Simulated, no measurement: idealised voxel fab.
process module | voxel capacitor over wiring
cross-section cut | 295 nm wide | cells 5 nm
A cross-section is a grid of square cells, given in bands from the top down. A band is one or more rows of cells.
Each band's line starts with the height of the band's top and of its bottom, in nm. Then come its materials from left to right, each with its width in nm. One material with "throughout" fills the band from edge to edge. "air" is empty space.
Height 0 is the level under which the wafer as received is all one material. The lowest band goes on downwards, as in "0 down".
A width such as "30 to 40" changes by the same amount from each row of cells to the next, from the band's top row to its bottom row.
"no change" after a step means that no cell of the cross-section changed.
closed voids: empty space of 8 cells or more with no open way to the top, each as width x height at its distance from the left edge, in nm
after a step's settings: what the simulator itself notes on the step
overlay nm, on a step with a mask: how far to the right of its planned place the mask lay; to the left if negative
plan
1 op RECEIVE | material Si
2 op CONFORMAL_DEP | material SiO2 | thk nm 15
3 op CONFORMAL_DEP | material SiCN | thk nm 5
4 op DIRECTIONAL_DEP | material SiO2 | thk nm 20
5 op MASKED_ETCH | tone open | mask id METAL_1 | width nm 20 | pitch nm 85 | etch materials SiO2 | depth nm 20 | overlay nm 0
6 op MASKED_ETCH | tone open | mask id METAL_1 | width nm 20 | pitch nm 85 | etch materials SiCN | depth nm 5 | overlay nm 0
7 op CONFORMAL_DEP | material TiN | thk nm 5
8 op FILL_DEP | material Cu | thk nm 10
9 op CMP | height nm 40
10 op CONFORMAL_DEP | material SiCN | thk nm 5
11 op DIRECTIONAL_DEP | material SiO2 | thk nm 10
12 op DIRECTIONAL_DEP | material aC | thk nm 15
13 op PATTERN | tone open | mask id PLUG_1 | material resist | width nm 15 | thk nm 35 | overlay nm 0
14 op DIRECTIONAL_ETCH | etch materials aC | depth nm 15
15 op STRIP | etch materials resist
16 op DIRECTIONAL_ETCH | etch materials SiO2 | depth nm 10
17 op DIRECTIONAL_ETCH | etch materials SiCN | depth nm 5
18 op STRIP | etch materials aC
19 op EPI | material Ru | thk nm 10
20 op EPI | material Ru | thk nm 5
21 op DIRECTIONAL_DEP | material TiN | thk nm 10
22 op DIRECTIONAL_DEP | material SiN | thk nm 5
23 op DIRECTIONAL_DEP | material TiN | thk nm 5
24 op DIRECTIONAL_DEP | material aC | thk nm 15
25 op PATTERN | tone cover | mask id UPPER_PLATE | material resist | width nm 70 | thk nm 30 | overlay nm 0
26 op DIRECTIONAL_ETCH | etch materials aC | depth nm 15
27 op STRIP | etch materials resist
28 op DIRECTIONAL_ETCH | etch materials TiN | depth nm 5
29 op DIRECTIONAL_ETCH | etch materials SiN | depth nm 5
30 op STRIP | etch materials aC
31 op DIRECTIONAL_DEP | material aC | thk nm 15
32 op PATTERN | tone cover | mask id LOWER_PLATE | material resist | width nm 80 | thk nm 30 | overlay nm 0
33 op DIRECTIONAL_ETCH | etch materials aC | depth nm 15
34 op STRIP | etch materials resist
35 op DIRECTIONAL_ETCH | etch materials TiN | depth nm 10
36 op STRIP | etch materials aC
37 op FILL_DEP | material SiO2 | thk nm 15
38 op CMP | height nm 85
39 op DIRECTIONAL_DEP | material aC | thk nm 10
40 op PATTERN | tone open | mask id PLUG_2 | material resist | width nm 15 | thk nm 25 | overlay nm 0
41 op DIRECTIONAL_ETCH | etch materials aC | depth nm 10
42 op STRIP | etch materials resist
43 op DIRECTIONAL_ETCH | etch materials SiO2 | depth nm 10
44 op STRIP | etch materials aC
45 op CONFORMAL_DEP | material TiN | thk nm 5
46 op FILL_DEP | material Cu | thk nm 5
47 op CMP | height nm 85
48 op CONFORMAL_DEP | material SiN | thk nm 5
first wafer, as planned
as received, after step 1
  0 down: Si throughout
  closed voids: none
after step 2
  15 to 0: SiO2 throughout
  below 0: unchanged
after step 3
  20 to 15: SiCN throughout
  below 15: unchanged
after step 4
  40 to 20: SiO2 throughout
  below 20: unchanged
after step 5
  40 to 20: SiO2 95 | air 20 | SiO2 65 | air 20 | SiO2 95
  below 20: unchanged
after step 6
  40 to 20: SiO2 95 | air 20 | SiO2 65 | air 20 | SiO2 95
  20 to 15: SiCN 95 | air 20 | SiCN 65 | air 20 | SiCN 95
  below 15: unchanged
after step 7
  45 to 40: TiN 100 | air 10 | TiN 75 | air 10 | TiN 100
  40 to 20: SiO2 95 | TiN 5 | air 10 | TiN 5 | SiO2 65 | TiN 5 | air 10 | TiN 5 | SiO2 95
  20 to 15: SiCN 95 | TiN 20 | SiCN 65 | TiN 20 | SiCN 95
  below 15: unchanged
after step 8
  55 to 45: Cu throughout
  45 to 40: TiN 100 | Cu 10 | TiN 75 | Cu 10 | TiN 100
  40 to 20: SiO2 95 | TiN 5 | Cu 10 | TiN 5 | SiO2 65 | TiN 5 | Cu 10 | TiN 5 | SiO2 95
  below 20: unchanged
after step 9
  40 to 20: SiO2 95 | TiN 5 | Cu 10 | TiN 5 | SiO2 65 | TiN 5 | Cu 10 | TiN 5 | SiO2 95
  below 20: unchanged
after step 10
  45 to 40: SiCN throughout
  below 40: unchanged
after step 11
  55 to 45: SiO2 throughout
  below 45: unchanged
after step 12
  70 to 55: aC throughout
  below 55: unchanged
after step 13
  105 to 70: resist 100 | air 15 | resist 180
  below 70: unchanged
after step 14
  90 to 70: resist 100 | air 15 | resist 180
  70 to 55: aC 100 | air 15 | aC 180
  below 55: unchanged
after step 15
  70 to 55: aC 100 | air 15 | aC 180
  below 55: unchanged
after step 16
  70 to 55: aC 100 | air 15 | aC 180
  55 to 45: SiO2 100 | air 15 | SiO2 180
  below 45: unchanged
after step 17
  70 to 55: aC 100 | air 15 | aC 180
  55 to 45: SiO2 100 | air 15 | SiO2 180
  45 to 40: SiCN 100 | air 15 | SiCN 180
  below 40: unchanged
after step 18
  55 to 45: SiO2 100 | air 15 | SiO2 180
  below 45: unchanged
after step 19
  55 to 50: SiO2 100 | air 15 | SiO2 180
  50 to 45: SiO2 100 | Ru 15 | SiO2 180
  45 to 40: SiCN 100 | Ru 15 | SiCN 180
  below 40: unchanged
after step 20
  55 to 45: SiO2 100 | Ru 15 | SiO2 180
  below 45: unchanged
after step 21
  65 to 55: TiN throughout
  below 55: unchanged
after step 22
  70 to 65: SiN throughout
  below 65: unchanged
after step 23
  75 to 70: TiN throughout
  below 70: unchanged
after step 24
  90 to 75: aC throughout
  below 75: unchanged
after step 25
  120 to 90: air 100 | resist 70 | air 125
  below 90: unchanged
after step 26
  105 to 90: air 100 | resist 70 | air 125
  90 to 75: air 100 | aC 70 | air 125
  below 75: unchanged
after step 27
  90 to 75: air 100 | aC 70 | air 125
  below 75: unchanged
after step 28
  90 to 75: air 100 | aC 70 | air 125
  75 to 70: air 100 | TiN 70 | air 125
  below 70: unchanged
after step 29
  90 to 75: air 100 | aC 70 | air 125
  75 to 70: air 100 | TiN 70 | air 125
  70 to 65: air 100 | SiN 70 | air 125
  below 65: unchanged
after step 30
  75 to 70: air 100 | TiN 70 | air 125
  below 70: unchanged
after step 31
  90 to 80: air 100 | aC 70 | air 125
  80 to 75: aC throughout
  75 to 70: aC 100 | TiN 70 | aC 125
  70 to 65: aC 100 | SiN 70 | aC 125
  below 65: unchanged
after step 32
  120 to 90: air 95 | resist 80 | air 120
  90 to 80: air 95 | resist 5 | aC 70 | resist 5 | air 120
  below 80: unchanged
after step 33
  105 to 90: air 95 | resist 80 | air 120
  90 to 80: air 95 | resist 5 | aC 70 | resist 5 | air 120
  80 to 75: air 95 | aC 80 | air 120
  75 to 70: air 95 | aC 5 | TiN 70 | aC 5 | air 120
  70 to 65: air 95 | aC 5 | SiN 70 | aC 5 | air 120
  below 65: unchanged
after step 34
  90 to 80: air 100 | aC 70 | air 125
  below 80: unchanged
after step 35
  90 to 80: air 100 | aC 70 | air 125
  80 to 75: air 95 | aC 80 | air 120
  75 to 70: air 95 | aC 5 | TiN 70 | aC 5 | air 120
  70 to 65: air 95 | aC 5 | SiN 70 | aC 5 | air 120
  65 to 55: air 95 | TiN 80 | air 120
  below 55: unchanged
after step 36
  75 to 70: air 100 | TiN 70 | air 125
  70 to 65: air 100 | SiN 70 | air 125
  below 65: unchanged
after step 37
  90 to 75: SiO2 throughout
  75 to 70: SiO2 100 | TiN 70 | SiO2 125
  70 to 65: SiO2 100 | SiN 70 | SiO2 125
  65 to 55: SiO2 95 | TiN 80 | SiO2 120
  below 55: unchanged
after step 38
  85 to 75: SiO2 throughout
  below 75: unchanged
after step 39
  95 to 85: aC throughout
  below 85: unchanged
after step 40
  120 to 95: resist 110 | air 15 | resist 170
  below 95: unchanged
after step 41
  110 to 95: resist 110 | air 15 | resist 170
  95 to 85: aC 110 | air 15 | aC 170
  below 85: unchanged
after step 42
  95 to 85: aC 110 | air 15 | aC 170
  below 85: unchanged
after step 43
  95 to 85: aC 110 | air 15 | aC 170
  85 to 75: SiO2 110 | air 15 | SiO2 170
  below 75: unchanged
after step 44
  85 to 75: SiO2 110 | air 15 | SiO2 170
  below 75: unchanged
after step 45
  90 to 85: TiN 115 | air 5 | TiN 175
  85 to 80: SiO2 110 | TiN 5 | air 5 | TiN 5 | SiO2 170
  80 to 70: SiO2 110 to 100 | TiN 15 to 70 | SiO2 170 to 125
  below 70: unchanged
after step 46
  95 to 90: Cu throughout
  90 to 85: TiN 115 | Cu 5 | TiN 175
  85 to 80: SiO2 110 | TiN 5 | Cu 5 | TiN 5 | SiO2 170
  below 80: unchanged
after step 47
  85 to 80: SiO2 110 | TiN 5 | Cu 5 | TiN 5 | SiO2 170
  below 80: unchanged
after step 48
  90 to 85: SiN throughout
  below 85: unchanged
second wafer: like start, like plan, one mistake. Through step 21 it matches the first wafer
when step 22 should have ended
  70 to 65: SiO2 throughout
  below 65: unchanged
when step 23 should have ended
  75 to 70: TiN throughout
  below 70: unchanged
when step 24 should have ended
  90 to 75: aC throughout
  below 75: unchanged
when step 25 should have ended
  120 to 90: air 100 | resist 70 | air 125
  below 90: unchanged
when step 26 should have ended
  105 to 90: air 100 | resist 70 | air 125
  90 to 75: air 100 | aC 70 | air 125
  below 75: unchanged
when step 27 should have ended
  90 to 75: air 100 | aC 70 | air 125
  below 75: unchanged
when step 28 should have ended
  90 to 75: air 100 | aC 70 | air 125
  75 to 70: air 100 | TiN 70 | air 125
  below 70: unchanged
when step 29 should have ended: no change
when step 30 should have ended
  75 to 70: air 100 | TiN 70 | air 125
  below 70: unchanged
when step 31 should have ended
  90 to 85: air 100 | aC 70 | air 125
  85 to 75: aC throughout
  75 to 70: aC 100 | TiN 70 | aC 125
  below 70: unchanged
when step 32 should have ended
  120 to 90: air 95 | resist 80 | air 120
  90 to 85: air 95 | resist 5 | aC 70 | resist 5 | air 120
  below 85: unchanged
when step 33 should have ended
  105 to 90: air 95 | resist 80 | air 120
  90 to 85: air 95 | resist 5 | aC 70 | resist 5 | air 120
  85 to 75: air 95 | aC 80 | air 120
  75 to 70: air 95 | aC 5 | TiN 70 | aC 5 | air 120
  below 70: unchanged
when step 34 should have ended
  90 to 85: air 100 | aC 70 | air 125
  below 85: unchanged
when step 35 should have ended: no change
when step 36 should have ended
  75 to 70: air 100 | TiN 70 | air 125
  below 70: unchanged
when step 37 should have ended
  90 to 75: SiO2 throughout
  75 to 70: SiO2 100 | TiN 70 | SiO2 125
  below 70: unchanged
when step 38 should have ended
  85 to 75: SiO2 throughout
  below 75: unchanged
when step 39 should have ended
  95 to 85: aC throughout
  below 85: unchanged
when step 40 should have ended
  120 to 95: resist 110 | air 15 | resist 170
  below 95: unchanged
when step 41 should have ended
  110 to 95: resist 110 | air 15 | resist 170
  95 to 85: aC 110 | air 15 | aC 170
  below 85: unchanged
when step 42 should have ended
  95 to 85: aC 110 | air 15 | aC 170
  below 85: unchanged
when step 43 should have ended
  95 to 85: aC 110 | air 15 | aC 170
  85 to 75: SiO2 110 | air 15 | SiO2 170
  below 75: unchanged
when step 44 should have ended
  85 to 75: SiO2 110 | air 15 | SiO2 170
  below 75: unchanged
when step 45 should have ended
  90 to 85: TiN 115 | air 5 | TiN 175
  85 to 80: SiO2 110 | TiN 5 | air 5 | TiN 5 | SiO2 170
  80 to 70: SiO2 110 to 100 | TiN 15 to 70 | SiO2 170 to 125
  below 70: unchanged
when step 46 should have ended
  95 to 90: Cu throughout
  90 to 85: TiN 115 | Cu 5 | TiN 175
  85 to 80: SiO2 110 | TiN 5 | Cu 5 | TiN 5 | SiO2 170
  below 80: unchanged
when step 47 should have ended
  85 to 80: SiO2 110 | TiN 5 | Cu 5 | TiN 5 | SiO2 170
  below 80: unchanged
when step 48 should have ended
  90 to 85: SiN throughout
  below 85: unchanged
what went wrong: step 22 ran as: op DIRECTIONAL_DEP | material SiO2 | thk nm 5
at the end the second wafer has, in cells: 14 fewer of SiN | 72 fewer of SiO2 | 86 more of TiN
